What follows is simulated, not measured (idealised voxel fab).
The following is a process module called voxel quadruple lines.
The figure presents cross-section cut, which has a width of 275 nm and is divided into square cells with an edge length of 5 nm.
Cross-section format: a grid of square cells, given as bands from top to bottom; each band is one or more rows of cells. Per band: top height and bottom height in nm, followed by the left-to-right materials and their widths in nm; "edge to edge" marks a single material spanning edge to edge, "blank" marks empty space. Where do heights start? At 0: under that level the wafer as delivered is made of one material only. And the lowest band has no floor; it just carries on downward, as in "z 0 and below". Width "30->40": first value at the band's top row of cells, second value at its bottom row, equal change from row to row. "identical to before", as given for a step, is the statement that not any cell of the cross-section underwent a change during that step. You'll see "Sealed voids" listing empty spaces that have no way open to the top, as long as they're 8 cells or more; the notation is width x height at distance, where the distance is from the left edge, and all of it is in nm. It should be noted that, on the line of a given step, the content following the step's settings is a remark produced by the simulator itself with respect to that step. "overlay nm" denotes, for a step that has a mask, the displacement of the mask to the right of its planned place, with negative values corresponding to the left.

[Process steps - plan]
1) RECEIVE (material Si)
2) CONFORMAL_DEP (material SiO2; thk nm 5)
3) DIRECTIONAL_DEP (material Ru; thk nm 15)
4) DIRECTIONAL_DEP (material polySi; thk nm 20)
5) DIRECTIONAL_DEP (material aC; thk nm 20)
6) PATTERN (tone cover; mask id MANDREL; material resist; width nm 30; thk nm 30; overlay nm 0)
7) DIRECTIONAL_ETCH (etch materials aC; depth nm 20)
8) STRIP (etch materials resist)
9) CONFORMAL_DEP (material SiO2; thk nm 10)
10) DIRECTIONAL_ETCH (etch materials SiO2; depth nm 10)
11) STRIP (etch materials aC)
12) DIRECTIONAL_ETCH (etch materials polySi; depth nm 20)
13) STRIP (etch materials SiO2)
14) CONFORMAL_DEP (material SiN; thk nm 10)
15) DIRECTIONAL_ETCH (etch materials SiN; depth nm 10)
16) STRIP (etch materials polySi)
17) DIRECTIONAL_ETCH (etch materials Ru; depth nm 15)
18) STRIP (etch materials SiN)

[Cross-section: wafer on arrival = after step 1]
  z 0 and below  Si edge to edge
  Sealed voids: none

[The following cross-section depicts the wafer upon conclusion of the module. Processing commenced from the starting condition illustrated above and adhered to the plan illustrated above, save for one mistake in execution]
  z 20 to 5  blank 105 nm, Ru 10 nm, blank 10 nm, Ru 10 nm, blank 5 nm, Ru 10 nm, blank 10 nm, Ru 10 nm, blank 105 nm
  z 5 to 0  SiO2 edge to edge
  z 0 and below  Si edge to edge
  Sealed voids: none
What broke from the plan during processing? contrary to plan, step 6 was performed as PATTERN (tone cover; mask id MANDREL; material resist; width nm 25; thk nm 30; overlay nm 0)
